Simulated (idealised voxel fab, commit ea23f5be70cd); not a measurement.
Process module, titled voxel tone inversion
140 nm wide, 5 nm square cells: that's cross-section cut.
For the purposes of this document, a cross-section shall be understood as a grid of square cells, specified as bands listed in top-to-bottom order, each band consisting of one or more rows of cells. Band: top and bottom heights (nm) first, top before bottom; then materials from left to right, widths in nm. "everywhere" marks a sole material filling the band edge to edge. "empty" denotes empty space. Measure heights from 0. That's the level where, below it, the as-received wafer is all one material. The lowest band is bottomless and extends downward; write it as in "z 0 and below". When a width is written as two numbers, as in "30..40", the first number is the width in the top row of cells of the band and the second is the width in its bottom row, and the width changes by the same amount from each row to the next. Key: "no alteration" - step with no changed cell in the cross-section. The list in "Closed void inventory" covers empty spaces of 8 cells or more that cannot reach the top through any open way, and it gives each as width x height at distance; the distance is from the left edge, and width, height and distance are in nm. On each step's line, the part that comes after the settings is the simulator's own comment on the step. overlay nm: right-of-plan distance of the mask on a masked step; negative values mean left-of-plan.

## Listed below are the process steps as planned
step 1: RECEIVE (material Si)
step 2: CONFORMAL_DEP (material SiCN; thk nm 10)
step 3: DIRECTIONAL_DEP (material aC; thk nm 15)
step 4: PATTERN (tone cover; mask id POSTS; material resist; width nm 15; pitch nm 30; thk nm 25; overlay nm 0)
step 5: DIRECTIONAL_ETCH (etch materials aC; depth nm 15)
step 6: STRIP (etch materials resist)
step 7: FILL_DEP (material lowk; thk nm 10)
step 8: CMP (height nm 25)
step 9: STRIP (etch materials aC)
The wafers in this document start out alike and differ in the depth nm applied at step 5; the plan shows the value used for the first wafer.

## This is how the first of several wafers looked in cross-section when it arrived, which is after step 1
- z 0 and below | Si everywhere
- Closed void inventory: none

## At the end of the module, after its last step, step 9, the first of several wafers appears in cross-section as follows
- z 25 to 10 | lowk 45 nm, then empty 15 nm, then lowk 15 nm, then empty 15 nm, then lowk 50 nm
- z 10 to 0 | SiCN everywhere
- z 0 and below | Si everywhere
- Closed void inventory: none

## Of the several wafers, the last: cross-section at the end of the module
- z 25 to 20 | lowk everywhere
- z 20 to 10 | lowk 45 nm, then aC 15 nm, then lowk 15 nm, then aC 15 nm, then lowk 50 nm
- z 10 to 0 | SiCN everywhere
- z 0 and below | Si everywhere
- Closed void inventory: none

## Table: wafers, a row each; end-of-module cell change per material since receipt, gain (+), loss (-); then closed voids
depth nm 15, +56 SiCN, +66 lowk, Closed void inventory: none
depth nm 20, +56 SiCN, +66 lowk, Closed void inventory: none
depth nm 25, +56 SiCN, +66 lowk, Closed void inventory: none
depth nm 30, +56 SiCN, +12 aC, +72 lowk, Closed void inventory: none
